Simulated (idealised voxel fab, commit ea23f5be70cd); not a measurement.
The process module that follows is named voxel trench capacitor.
The cross-section on display is named cut; it measures 295 nm wide, and its cells are 5 nm squares.
When this document writes out a cross-section, it uses a grid of square cells and lists it as bands, beginning at the top and moving down, with a band standing for one or more rows of cells.
Per band: top height and bottom height in nm, followed by the left-to-right materials and their widths in nm; "all across" marks a single material spanning edge to edge, "blank" marks empty space.
A quick word on heights: they are counted from 0, and under that level the wafer as it came to us is one material throughout. The lowest band is different from the rest in having no bottom; it simply continues downward, written as in "top 0, no bottom".
It should be noted that a width expressed as "30..40" varies in equal increments from row to row of cells within the band, taking the value of the first number at the top row and that of the second number at the bottom row.
For the purposes of this document, the phrase "all unchanged" attached to a step denotes that no cell within the cross-section was modified by that step.
"Enclosed void list" - sealed voids, min. 8 cells, no opening to top; format: width x height at distance (distance from left edge; nm throughout).
Formally, on a step line, whatever follows the settings is a remark that the simulator itself makes on the step.
You can add "overlay nm" to a step's line. For a step with a mask, it describes how far the mask lay to the right of its planned position, and a negative number describes a lay to the left.
Process steps (planned)
step 1: RECEIVE (material Si)
step 2: CONFORMAL_DEP (material SiN; thk nm 10)
step 3: PATTERN (tone open; mask id TRENCH; material resist; width nm 15; pitch nm 35; thk nm 20; overlay nm 0)
step 4: DIRECTIONAL_ETCH (etch materials SiN; depth nm 10)
step 5: DIRECTIONAL_ETCH (etch materials Si; depth nm 25)
step 6: STRIP (etch materials resist)
step 7: CONFORMAL_DEP (material Al2O3; thk nm 5)
step 8: FILL_DEP (material polySi; thk nm 5)
step 9: CMP (height nm 10)
First wafer out of two, processed as planned
Cross-section of the wafer at receipt, which is the condition after step 1
- top 0, no bottom  Si all across
- Enclosed void list: none
Take a look at the wafer's cross-section after step 2
- top 10, bottom 0  SiN all across
- All layers under 0 are left as they were.
Take a look at the wafer's cross-section after step 3
- top 30, bottom 10  105 nm resist, 15 nm blank, 20 nm resist, 15 nm blank, 20 nm resist, 15 nm blank, 105 nm resist
- All layers under 10 are left as they were.
Take a look at the wafer's cross-section after step 4
- top 30, bottom 10  105 nm resist, 15 nm blank, 20 nm resist, 15 nm blank, 20 nm resist, 15 nm blank, 105 nm resist
- top 10, bottom 0  105 nm SiN, 15 nm blank, 20 nm SiN, 15 nm blank, 20 nm SiN, 15 nm blank, 105 nm SiN
- All layers under 0 are left as they were.
Take a look at the wafer's cross-section after step 5
- top 30, bottom 10  105 nm resist, 15 nm blank, 20 nm resist, 15 nm blank, 20 nm resist, 15 nm blank, 105 nm resist
- top 10, bottom 0  105 nm SiN, 15 nm blank, 20 nm SiN, 15 nm blank, 20 nm SiN, 15 nm blank, 105 nm SiN
- top 0, bottom -25  105 nm Si, 15 nm blank, 20 nm Si, 15 nm blank, 20 nm Si, 15 nm blank, 105 nm Si
- All layers under -25 are left as they were.
Take a look at the wafer's cross-section after step 6
- top 10, bottom 0  105 nm SiN, 15 nm blank, 20 nm SiN, 15 nm blank, 20 nm SiN, 15 nm blank, 105 nm SiN
- All layers under 0 are left as they were.
Take a look at the wafer's cross-section after step 7
- top 15, bottom 10  110 nm Al2O3, 5 nm blank, 30 nm Al2O3, 5 nm blank, 30 nm Al2O3, 5 nm blank, 110 nm Al2O3
- top 10, bottom 0  105 nm SiN, 5 nm Al2O3, 5 nm blank, 5 nm Al2O3, 20 nm SiN, 5 nm Al2O3, 5 nm blank, 5 nm Al2O3, 20 nm SiN, 5 nm Al2O3, 5 nm blank, 5 nm Al2O3, 105 nm SiN
- top 0, bottom -20  105 nm Si, 5 nm Al2O3, 5 nm blank, 5 nm Al2O3, 20 nm Si, 5 nm Al2O3, 5 nm blank, 5 nm Al2O3, 20 nm Si, 5 nm Al2O3, 5 nm blank, 5 nm Al2O3, 105 nm Si
- top -20, bottom -25  105 nm Si, 15 nm Al2O3, 20 nm Si, 15 nm Al2O3, 20 nm Si, 15 nm Al2O3, 105 nm Si
- All layers under -25 are left as they were.
Take a look at the wafer's cross-section after step 8
- top 20, bottom 15  polySi all across
- top 15, bottom 10  110 nm Al2O3, 5 nm polySi, 30 nm Al2O3, 5 nm polySi, 30 nm Al2O3, 5 nm polySi, 110 nm Al2O3
- top 10, bottom 0  105 nm SiN, 5 nm Al2O3, 5 nm polySi, 5 nm Al2O3, 20 nm SiN, 5 nm Al2O3, 5 nm polySi, 5 nm Al2O3, 20 nm SiN, 5 nm Al2O3, 5 nm polySi, 5 nm Al2O3, 105 nm SiN
- top 0, bottom -20  105 nm Si, 5 nm Al2O3, 5 nm polySi, 5 nm Al2O3, 20 nm Si, 5 nm Al2O3, 5 nm polySi, 5 nm Al2O3, 20 nm Si, 5 nm Al2O3, 5 nm polySi, 5 nm Al2O3, 105 nm Si
- All layers under -20 are left as they were.
Take a look at the wafer's cross-section after step 9
- top 10, bottom 0  105 nm SiN, 5 nm Al2O3, 5 nm polySi, 5 nm Al2O3, 20 nm SiN, 5 nm Al2O3, 5 nm polySi, 5 nm Al2O3, 20 nm SiN, 5 nm Al2O3, 5 nm polySi, 5 nm Al2O3, 105 nm SiN
- All layers under 0 are left as they were.
Second wafer: same start and same plan as the first, one execution error; identical to the first through step 4
Planned end of step 5: second wafer, cross-section
- top 30, bottom 10  105 nm resist, 15 nm blank, 20 nm resist, 15 nm blank, 20 nm resist, 15 nm blank, 105 nm resist
- top 10, bottom 0  105 nm SiN, 15 nm blank, 20 nm SiN, 15 nm blank, 20 nm SiN, 15 nm blank, 105 nm SiN
- top 0, bottom -35  105 nm Si, 15 nm blank, 20 nm Si, 15 nm blank, 20 nm Si, 15 nm blank, 105 nm Si
- All layers under -35 are left as they were.
Planned end of step 6: second wafer, cross-section
- top 10, bottom 0  105 nm SiN, 15 nm blank, 20 nm SiN, 15 nm blank, 20 nm SiN, 15 nm blank, 105 nm SiN
- All layers under 0 are left as they were.
Planned end of step 7: second wafer, cross-section
- top 15, bottom 10  110 nm Al2O3, 5 nm blank, 30 nm Al2O3, 5 nm blank, 30 nm Al2O3, 5 nm blank, 110 nm Al2O3
- top 10, bottom 0  105 nm SiN, 5 nm Al2O3, 5 nm blank, 5 nm Al2O3, 20 nm SiN, 5 nm Al2O3, 5 nm blank, 5 nm Al2O3, 20 nm SiN, 5 nm Al2O3, 5 nm blank, 5 nm Al2O3, 105 nm SiN
- top 0, bottom -30  105 nm Si, 5 nm Al2O3, 5 nm blank, 5 nm Al2O3, 20 nm Si, 5 nm Al2O3, 5 nm blank, 5 nm Al2O3, 20 nm Si, 5 nm Al2O3, 5 nm blank, 5 nm Al2O3, 105 nm Si
- top -30, bottom -35  105 nm Si, 15 nm Al2O3, 20 nm Si, 15 nm Al2O3, 20 nm Si, 15 nm Al2O3, 105 nm Si
- All layers under -35 are left as they were.
Planned end of step 8: second wafer, cross-section
- top 20, bottom 15  polySi all across
- top 15, bottom 10  110 nm Al2O3, 5 nm polySi, 30 nm Al2O3, 5 nm polySi, 30 nm Al2O3, 5 nm polySi, 110 nm Al2O3
- top 10, bottom 0  105 nm SiN, 5 nm Al2O3, 5 nm polySi, 5 nm Al2O3, 20 nm SiN, 5 nm Al2O3, 5 nm polySi, 5 nm Al2O3, 20 nm SiN, 5 nm Al2O3, 5 nm polySi, 5 nm Al2O3, 105 nm SiN
- top 0, bottom -30  105 nm Si, 5 nm Al2O3, 5 nm polySi, 5 nm Al2O3, 20 nm Si, 5 nm Al2O3, 5 nm polySi, 5 nm Al2O3, 20 nm Si, 5 nm Al2O3, 5 nm polySi, 5 nm Al2O3, 105 nm Si
- All layers under -30 are left as they were.
Planned end of step 9: second wafer, cross-section
- top 10, bottom 0  105 nm SiN, 5 nm Al2O3, 5 nm polySi, 5 nm Al2O3, 20 nm SiN, 5 nm Al2O3, 5 nm polySi, 5 nm Al2O3, 20 nm SiN, 5 nm Al2O3, 5 nm polySi, 5 nm Al2O3, 105 nm SiN
- All layers under 0 are left as they were.
Short version of what went wrong: step 5 off recipe, ran as DIRECTIONAL_ETCH (etch materials Si; depth nm 35)
In the final state, the cell counts of the second wafer exceed or fall short of those of the first for the following materials: Al2O3 +12; Si -18; polySi +6
